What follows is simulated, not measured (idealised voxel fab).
Title: Process Module voxel self aligned contacts
FYI the section here is cut, 270 nm wide, cells are 5 nm squares.
Cross-section = grid of square cells, listed top down in bands; band = one or more rows.
The band entry comprises the height of the band's top followed by the height of its bottom, expressed in nm, and subsequently the band's materials from left to right, each stated together with its width in nm. Where a single material is marked with the word "edge to edge", that material fills the band from edge to edge. The word "blank" represents empty space.
For the purposes of this specification, 0 denotes the height below which the wafer in its as-received condition is composed wholly of one material, and the lowermost band, lacking a lower limit, extends downward without end, as expressed in "from 0 down".
So if you see something like "30->40" for the width, read it as the top row of the band sitting at the first number and the bottom row at the second, with every row in between moving by the same amount as the last.
"no alterations made" means the step left every cell of the cross-section as it was.
For the entry "Enclosed voids", the listed items are empty spaces with no open way to the top whose size is 8 cells or more; each item follows the pattern width x height at distance, where distance is from the left edge and all three are in nm.
Anything after a step's settings on that line? It's the simulator's own note about the step.
When a step includes a mask, the "overlay nm" setting on its line states how far to the right of its planned place that mask lay, and negative values state how far to the left.
This section lists the process steps that were planned
1,RECEIVE with material Si
2,CONFORMAL_DEP with material SiO2, thk nm 5
3,DIRECTIONAL_DEP with material polySi, thk nm 20
4,DIRECTIONAL_DEP with material SiN, thk nm 20
5,DIRECTIONAL_DEP with material aC, thk nm 15
6,PATTERN with tone cover, mask id GATE, material resist, width nm 25, pitch nm 65, thk nm 30, overlay nm 0
7,DIRECTIONAL_ETCH with etch materials aC, depth nm 15
8,STRIP with etch materials resist
9,DIRECTIONAL_ETCH with etch materials SiN, depth nm 20
10,DIRECTIONAL_ETCH with etch materials polySi, depth nm 20
11,STRIP with etch materials aC
12,CONFORMAL_DEP with material SiN, thk nm 10
13,DIRECTIONAL_ETCH with etch materials SiN, depth nm 10
14,FILL_DEP with material SiO2, thk nm 15
15,CMP with height nm 55
16,MASKED_ETCH with tone open, mask id CONTACT, width nm 50, pitch nm 65, etch materials SiO2, depth nm 55, overlay nm 0
17,CONFORMAL_DEP with material TiN, thk nm 5
18,FILL_DEP with material W, thk nm 5
19,CMP with height nm 55
20,CONFORMAL_DEP with material SiCN, thk nm 5
First of two wafers, with the run carried out as planned
Shown in cross-section is the wafer as received, that is, as it stands after step 1
> from 0 down = Si edge to edge
> Enclosed voids: none
Presented here is a cross-section of the wafer after step 2 has been performed
> from 5 to 0 = SiO2 edge to edge
> Under 0: no change, same as before.
Presented here is a cross-section of the wafer after step 3 has been performed
> from 25 to 5 = polySi edge to edge
> Under 5: no change, same as before.
Presented here is a cross-section of the wafer after step 4 has been performed
> from 45 to 25 = SiN edge to edge
> Under 25: no change, same as before.
Presented here is a cross-section of the wafer after step 5 has been performed
> from 60 to 45 = aC edge to edge
> Under 45: no change, same as before.
Presented here is a cross-section of the wafer after step 6 has been performed
> from 90 to 60 = blank 55 nm  resist 25 nm  blank 40 nm  resist 25 nm  blank 40 nm  resist 25 nm  blank 60 nm
> Under 60: no change, same as before.
Presented here is a cross-section of the wafer after step 7 has been performed
> from 75 to 60 = blank 55 nm  resist 25 nm  blank 40 nm  resist 25 nm  blank 40 nm  resist 25 nm  blank 60 nm
> from 60 to 45 = blank 55 nm  aC 25 nm  blank 40 nm  aC 25 nm  blank 40 nm  aC 25 nm  blank 60 nm
> Under 45: no change, same as before.
Presented here is a cross-section of the wafer after step 8 has been performed
> from 60 to 45 = blank 55 nm  aC 25 nm  blank 40 nm  aC 25 nm  blank 40 nm  aC 25 nm  blank 60 nm
> Under 45: no change, same as before.
Presented here is a cross-section of the wafer after step 9 has been performed
> from 60 to 45 = blank 55 nm  aC 25 nm  blank 40 nm  aC 25 nm  blank 40 nm  aC 25 nm  blank 60 nm
> from 45 to 25 = blank 55 nm  SiN 25 nm  blank 40 nm  SiN 25 nm  blank 40 nm  SiN 25 nm  blank 60 nm
> Under 25: no change, same as before.
Presented here is a cross-section of the wafer after step 10 has been performed
> from 60 to 45 = blank 55 nm  aC 25 nm  blank 40 nm  aC 25 nm  blank 40 nm  aC 25 nm  blank 60 nm
> from 45 to 25 = blank 55 nm  SiN 25 nm  blank 40 nm  SiN 25 nm  blank 40 nm  SiN 25 nm  blank 60 nm
> from 25 to 5 = blank 55 nm  polySi 25 nm  blank 40 nm  polySi 25 nm  blank 40 nm  polySi 25 nm  blank 60 nm
> Under 5: no change, same as before.
Presented here is a cross-section of the wafer after step 11 has been performed
> from 45 to 25 = blank 55 nm  SiN 25 nm  blank 40 nm  SiN 25 nm  blank 40 nm  SiN 25 nm  blank 60 nm
> Under 25: no change, same as before.
Presented here is a cross-section of the wafer after step 12 has been performed
> from 55 to 25 = blank 45 nm  SiN 45 nm  blank 20 nm  SiN 45 nm  blank 20 nm  SiN 45 nm  blank 50 nm
> from 25 to 15 = blank 45 nm  SiN 10 nm  polySi 25 nm  SiN 10 nm  blank 20 nm  SiN 10 nm  polySi 25 nm  SiN 10 nm  blank 20 nm  SiN 10 nm  polySi 25 nm  SiN 10 nm  blank 50 nm
> from 15 to 5 = SiN 55 nm  polySi 25 nm  SiN 40 nm  polySi 25 nm  SiN 40 nm  polySi 25 nm  SiN 60 nm
> Under 5: no change, same as before.
Presented here is a cross-section of the wafer after step 13 has been performed
> from 45 to 25 = blank 45 nm  SiN 45 nm  blank 20 nm  SiN 45 nm  blank 20 nm  SiN 45 nm  blank 50 nm
> from 25 to 5 = blank 45 nm  SiN 10 nm  polySi 25 nm  SiN 10 nm  blank 20 nm  SiN 10 nm  polySi 25 nm  SiN 10 nm  blank 20 nm  SiN 10 nm  polySi 25 nm  SiN 10 nm  blank 50 nm
> Under 5: no change, same as before.
Presented here is a cross-section of the wafer after step 14 has been performed
> from 60 to 45 = SiO2 edge to edge
> from 45 to 25 = SiO2 45 nm  SiN 45 nm  SiO2 20 nm  SiN 45 nm  SiO2 20 nm  SiN 45 nm  SiO2 50 nm
> from 25 to 5 = SiO2 45 nm  SiN 10 nm  polySi 25 nm  SiN 10 nm  SiO2 20 nm  SiN 10 nm  polySi 25 nm  SiN 10 nm  SiO2 20 nm  SiN 10 nm  polySi 25 nm  SiN 10 nm  SiO2 50 nm
> Under 5: no change, same as before.
Presented here is a cross-section of the wafer after step 15 has been performed
> from 55 to 45 = SiO2 edge to edge
> Under 45: no change, same as before.
Presented here is a cross-section of the wafer after step 16 has been performed
> from 55 to 45 = SiO2 75 nm  blank 50 nm  SiO2 15 nm  blank 50 nm  SiO2 80 nm
> from 45 to 25 = SiO2 45 nm  SiN 45 nm  blank 20 nm  SiN 45 nm  blank 20 nm  SiN 45 nm  SiO2 50 nm
> from 25 to 5 = SiO2 45 nm  SiN 10 nm  polySi 25 nm  SiN 10 nm  blank 20 nm  SiN 10 nm  polySi 25 nm  SiN 10 nm  blank 20 nm  SiN 10 nm  polySi 25 nm  SiN 10 nm  SiO2 50 nm
> from 5 to 0 = SiO2 90 nm  blank 20 nm  SiO2 45 nm  blank 20 nm  SiO2 95 nm
> Under 0: no change, same as before.
Presented here is a cross-section of the wafer after step 17 has been performed
> from 60 to 55 = TiN 80 nm  blank 40 nm  TiN 25 nm  blank 40 nm  TiN 85 nm
> from 55 to 45 = SiO2 75 nm  TiN 5->20 nm  blank 40->10 nm  TiN 5->20 nm  SiO2 15 nm  TiN 5->20 nm  blank 40->10 nm  TiN 5->20 nm  SiO2 80 nm
> from 45 to 25 = SiO2 45 nm  SiN 45 nm  TiN 5 nm  blank 10 nm  TiN 5 nm  SiN 45 nm  TiN 5 nm  blank 10 nm  TiN 5 nm  SiN 45 nm  SiO2 50 nm
> from 25 to 5 = SiO2 45 nm  SiN 10 nm  polySi 25 nm  SiN 10 nm  TiN 5 nm  blank 10 nm  TiN 5 nm  SiN 10 nm  polySi 25 nm  SiN 10 nm  TiN 5 nm  blank 10 nm  TiN 5 nm  SiN 10 nm  polySi 25 nm  SiN 10 nm  SiO2 50 nm
> from 5 to 0 = SiO2 90 nm  TiN 20 nm  SiO2 45 nm  TiN 20 nm  SiO2 95 nm
> Under 0: no change, same as before.
Presented here is a cross-section of the wafer after step 18 has been performed
> from 65 to 60 = W edge to edge
> from 60 to 55 = TiN 80 nm  W 40 nm  TiN 25 nm  W 40 nm  TiN 85 nm
> from 55 to 45 = SiO2 75 nm  TiN 5->20 nm  W 40->10 nm  TiN 5->20 nm  SiO2 15 nm  TiN 5->20 nm  W 40->10 nm  TiN 5->20 nm  SiO2 80 nm
> from 45 to 25 = SiO2 45 nm  SiN 45 nm  TiN 5 nm  W 10 nm  TiN 5 nm  SiN 45 nm  TiN 5 nm  W 10 nm  TiN 5 nm  SiN 45 nm  SiO2 50 nm
> from 25 to 5 = SiO2 45 nm  SiN 10 nm  polySi 25 nm  SiN 10 nm  TiN 5 nm  W 10 nm  TiN 5 nm  SiN 10 nm  polySi 25 nm  SiN 10 nm  TiN 5 nm  W 10 nm  TiN 5 nm  SiN 10 nm  polySi 25 nm  SiN 10 nm  SiO2 50 nm
> Under 5: no change, same as before.
Presented here is a cross-section of the wafer after step 19 has been performed
> from 55 to 45 = SiO2 75 nm  TiN 5->20 nm  W 40->10 nm  TiN 5->20 nm  SiO2 15 nm  TiN 5->20 nm  W 40->10 nm  TiN 5->20 nm  SiO2 80 nm
> Under 45: no change, same as before.
Presented here is a cross-section of the wafer after step 20 has been performed
> from 60 to 55 = SiCN edge to edge
> Under 55: no change, same as before.
Second Wafer (Identical Start and Plan, One Processing Error; Matches First Wafer Through Step 5)
What the second wafer looks like in cross-section when step 6 should have wrapped up
> from 90 to 60 = blank 60 nm  resist 20 nm  blank 45 nm  resist 20 nm  blank 45 nm  resist 20 nm  blank 60 nm
> Under 60: no change, same as before.
What the second wafer looks like in cross-section when step 7 should have wrapped up
> from 75 to 60 = blank 60 nm  resist 20 nm  blank 45 nm  resist 20 nm  blank 45 nm  resist 20 nm  blank 60 nm
> from 60 to 45 = blank 60 nm  aC 20 nm  blank 45 nm  aC 20 nm  blank 45 nm  aC 20 nm  blank 60 nm
> Under 45: no change, same as before.
What the second wafer looks like in cross-section when step 8 should have wrapped up
> from 60 to 45 = blank 60 nm  aC 20 nm  blank 45 nm  aC 20 nm  blank 45 nm  aC 20 nm  blank 60 nm
> Under 45: no change, same as before.
What the second wafer looks like in cross-section when step 9 should have wrapped up
> from 60 to 45 = blank 60 nm  aC 20 nm  blank 45 nm  aC 20 nm  blank 45 nm  aC 20 nm  blank 60 nm
> from 45 to 25 = blank 60 nm  SiN 20 nm  blank 45 nm  SiN 20 nm  blank 45 nm  SiN 20 nm  blank 60 nm
> Under 25: no change, same as before.
What the second wafer looks like in cross-section when step 10 should have wrapped up
> from 60 to 45 = blank 60 nm  aC 20 nm  blank 45 nm  aC 20 nm  blank 45 nm  aC 20 nm  blank 60 nm
> from 45 to 25 = blank 60 nm  SiN 20 nm  blank 45 nm  SiN 20 nm  blank 45 nm  SiN 20 nm  blank 60 nm
> from 25 to 5 = blank 60 nm  polySi 20 nm  blank 45 nm  polySi 20 nm  blank 45 nm  polySi 20 nm  blank 60 nm
> Under 5: no change, same as before.
What the second wafer looks like in cross-section when step 11 should have wrapped up
> from 45 to 25 = blank 60 nm  SiN 20 nm  blank 45 nm  SiN 20 nm  blank 45 nm  SiN 20 nm  blank 60 nm
> Under 25: no change, same as before.
What the second wafer looks like in cross-section when step 12 should have wrapped up
> from 55 to 25 = blank 50 nm  SiN 40 nm  blank 25 nm  SiN 40 nm  blank 25 nm  SiN 40 nm  blank 50 nm
> from 25 to 15 = blank 50 nm  SiN 10 nm  polySi 20 nm  SiN 10 nm  blank 25 nm  SiN 10 nm  polySi 20 nm  SiN 10 nm  blank 25 nm  SiN 10 nm  polySi 20 nm  SiN 10 nm  blank 50 nm
> from 15 to 5 = SiN 60 nm  polySi 20 nm  SiN 45 nm  polySi 20 nm  SiN 45 nm  polySi 20 nm  SiN 60 nm
> Under 5: no change, same as before.
What the second wafer looks like in cross-section when step 13 should have wrapped up
> from 45 to 25 = blank 50 nm  SiN 40 nm  blank 25 nm  SiN 40 nm  blank 25 nm  SiN 40 nm  blank 50 nm
> from 25 to 5 = blank 50 nm  SiN 10 nm  polySi 20 nm  SiN 10 nm  blank 25 nm  SiN 10 nm  polySi 20 nm  SiN 10 nm  blank 25 nm  SiN 10 nm  polySi 20 nm  SiN 10 nm  blank 50 nm
> Under 5: no change, same as before.
What the second wafer looks like in cross-section when step 14 should have wrapped up
> from 60 to 45 = SiO2 edge to edge
> from 45 to 25 = SiO2 50 nm  SiN 40 nm  SiO2 25 nm  SiN 40 nm  SiO2 25 nm  SiN 40 nm  SiO2 50 nm
> from 25 to 5 = SiO2 50 nm  SiN 10 nm  polySi 20 nm  SiN 10 nm  SiO2 25 nm  SiN 10 nm  polySi 20 nm  SiN 10 nm  SiO2 25 nm  SiN 10 nm  polySi 20 nm  SiN 10 nm  SiO2 50 nm
> Under 5: no change, same as before.
What the second wafer looks like in cross-section when step 15 should have wrapped up
> from 55 to 45 = SiO2 edge to edge
> Under 45: no change, same as before.
What the second wafer looks like in cross-section when step 16 should have wrapped up
> from 55 to 45 = SiO2 75 nm  blank 50 nm  SiO2 15 nm  blank 50 nm  SiO2 80 nm
> from 45 to 25 = SiO2 50 nm  SiN 40 nm  blank 25 nm  SiN 40 nm  blank 25 nm  SiN 40 nm  SiO2 50 nm
> from 25 to 5 = SiO2 50 nm  SiN 10 nm  polySi 20 nm  SiN 10 nm  blank 25 nm  SiN 10 nm  polySi 20 nm  SiN 10 nm  blank 25 nm  SiN 10 nm  polySi 20 nm  SiN 10 nm  SiO2 50 nm
> from 5 to 0 = SiO2 90 nm  blank 25 nm  SiO2 40 nm  blank 25 nm  SiO2 90 nm
> Under 0: no change, same as before.
What the second wafer looks like in cross-section when step 17 should have wrapped up
> from 60 to 55 = TiN 80 nm  blank 40 nm  TiN 25 nm  blank 40 nm  TiN 85 nm
> from 55 to 45 = SiO2 75 nm  TiN 5->20 nm  blank 40->15 nm  TiN 5->15 nm  SiO2 15 nm  TiN 5->20 nm  blank 40->15 nm  TiN 5->15 nm  SiO2 80 nm
> from 45 to 25 = SiO2 50 nm  SiN 40 nm  TiN 5 nm  blank 15 nm  TiN 5 nm  SiN 40 nm  TiN 5 nm  blank 15 nm  TiN 5 nm  SiN 40 nm  SiO2 50 nm
> from 25 to 5 = SiO2 50 nm  SiN 10 nm  polySi 20 nm  SiN 10 nm  TiN 5 nm  blank 15 nm  TiN 5 nm  SiN 10 nm  polySi 20 nm  SiN 10 nm  TiN 5 nm  blank 15 nm  TiN 5 nm  SiN 10 nm  polySi 20 nm  SiN 10 nm  SiO2 50 nm
> from 5 to 0 = SiO2 90 nm  TiN 25 nm  SiO2 40 nm  TiN 25 nm  SiO2 90 nm
> Under 0: no change, same as before.
What the second wafer looks like in cross-section when step 18 should have wrapped up
> from 65 to 60 = W edge to edge
> from 60 to 55 = TiN 80 nm  W 40 nm  TiN 25 nm  W 40 nm  TiN 85 nm
> from 55 to 45 = SiO2 75 nm  TiN 5->20 nm  W 40->15 nm  TiN 5->15 nm  SiO2 15 nm  TiN 5->20 nm  W 40->15 nm  TiN 5->15 nm  SiO2 80 nm
> from 45 to 25 = SiO2 50 nm  SiN 40 nm  TiN 5 nm  W 15 nm  TiN 5 nm  SiN 40 nm  TiN 5 nm  W 15 nm  TiN 5 nm  SiN 40 nm  SiO2 50 nm
> from 25 to 5 = SiO2 50 nm  SiN 10 nm  polySi 20 nm  SiN 10 nm  TiN 5 nm  W 15 nm  TiN 5 nm  SiN 10 nm  polySi 20 nm  SiN 10 nm  TiN 5 nm  W 15 nm  TiN 5 nm  SiN 10 nm  polySi 20 nm  SiN 10 nm  SiO2 50 nm
> Under 5: no change, same as before.
What the second wafer looks like in cross-section when step 19 should have wrapped up
> from 55 to 45 = SiO2 75 nm  TiN 5->20 nm  W 40->15 nm  TiN 5->15 nm  SiO2 15 nm  TiN 5->20 nm  W 40->15 nm  TiN 5->15 nm  SiO2 80 nm
> Under 45: no change, same as before.
What the second wafer looks like in cross-section when step 20 should have wrapped up
> from 60 to 55 = SiCN edge to edge
> Under 55: no change, same as before.
Which mistake was made when the wafer was run? not per plan at step 6, really ran PATTERN with tone cover, mask id GATE, material resist, width nm 20, pitch nm 65, thk nm 30, overlay nm 0
Upon completion, the second wafer contains, in terms of cells, a greater or smaller amount of certain materials than the first wafer: SiN: 12 fewer | SiO2: 6 more | W: 18 more | polySi: 12 fewer
